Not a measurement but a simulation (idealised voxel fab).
Process module in this document: voxel spacer lines
Section cut is 210 nm wide and gridded with 5 nm square cells.
Cross-section = grid of square cells, listed top down in bands; band = one or more rows. The band entry comprises the height of the band's top followed by the height of its bottom, expressed in nm, and subsequently the band's materials from left to right, each stated together with its width in nm. Where a single material is marked with the word "everywhere", that material fills the band from edge to edge. The word "air" represents empty space. Heights are measured from 0, the level below which the as-received wafer is all one material; the lowest band has no bottom and continues downward, written as in "top 0, no bottom". A width given as "30 to 40" starts at the first number in the band's top row and ends at the second number in its bottom row, shifting by an equal amount at every step from row to row. Step note "remained unchanged" = no cross-section cell changed. The entry titled "Closed void table" provides the empty spaces that have no open way to the top, restricted to those of 8 cells or more. Each is presented as width x height at distance, the distance being measured from the left edge, with all three in nm. On each step's line, the part that comes after the settings is the simulator's own comment on the step. The setting "overlay nm" may be written on the line of a step. When the step uses a mask, the value reports how far to the right of the planned place the mask lay, and a negative value reports that it lay to the left.
Here's what the planned process steps look like:
- 1: RECEIVE, material Si
- 2: CONFORMAL_DEP, material Al2O3, thk nm 5
- 3: DIRECTIONAL_DEP, material polySi, thk nm 15
- 4: DIRECTIONAL_DEP, material aC, thk nm 20
- 5: PATTERN, tone cover, mask id MANDREL, material resist, width nm 15, pitch nm 60, thk nm 25, overlay nm -15
- 6: DIRECTIONAL_ETCH, etch materials aC, depth nm 20
- 7: STRIP, etch materials resist
- 8: CONFORMAL_DEP, material SiO2, thk nm 15
- 9: DIRECTIONAL_ETCH, etch materials SiO2, depth nm 15
- 10: STRIP, etch materials aC
- 11: DIRECTIONAL_ETCH, etch materials polySi, depth nm 15
- 12: STRIP, etch materials SiO2
- 13: FILL_DEP, material SiO2, thk nm 10
- 14: CMP, height nm 20
For clarity, it should be stated that the wafers under discussion commence in an identical condition and differ with respect to the overlay nm of step 5, the plan indicating the value that the first wafer had.
First wafer of several, as received: cross-section after step 1:
- top 0, no bottom = Si everywhere
- Closed void table: none
Gained (+) or lost (-) cells of each material since receipt, then closed voids: one row per wafer, at the end of the module:
overlay nm -15, +42 Al2O3, +90 SiO2, +36 polySi, Closed void table: none
overlay nm -10, +42 Al2O3, +90 SiO2, +36 polySi, Closed void table: none
overlay nm -5, +42 Al2O3, +90 SiO2, +36 polySi, Closed void table: none
overlay nm 0, +42 Al2O3, +90 SiO2, +36 polySi, Closed void table: none
overlay nm 5, +42 Al2O3, +90 SiO2, +36 polySi, Closed void table: none
overlay nm 10, +42 Al2O3, +90 SiO2, +36 polySi, Closed void table: none
overlay nm 15, +42 Al2O3, +90 SiO2, +36 polySi, Closed void table: none
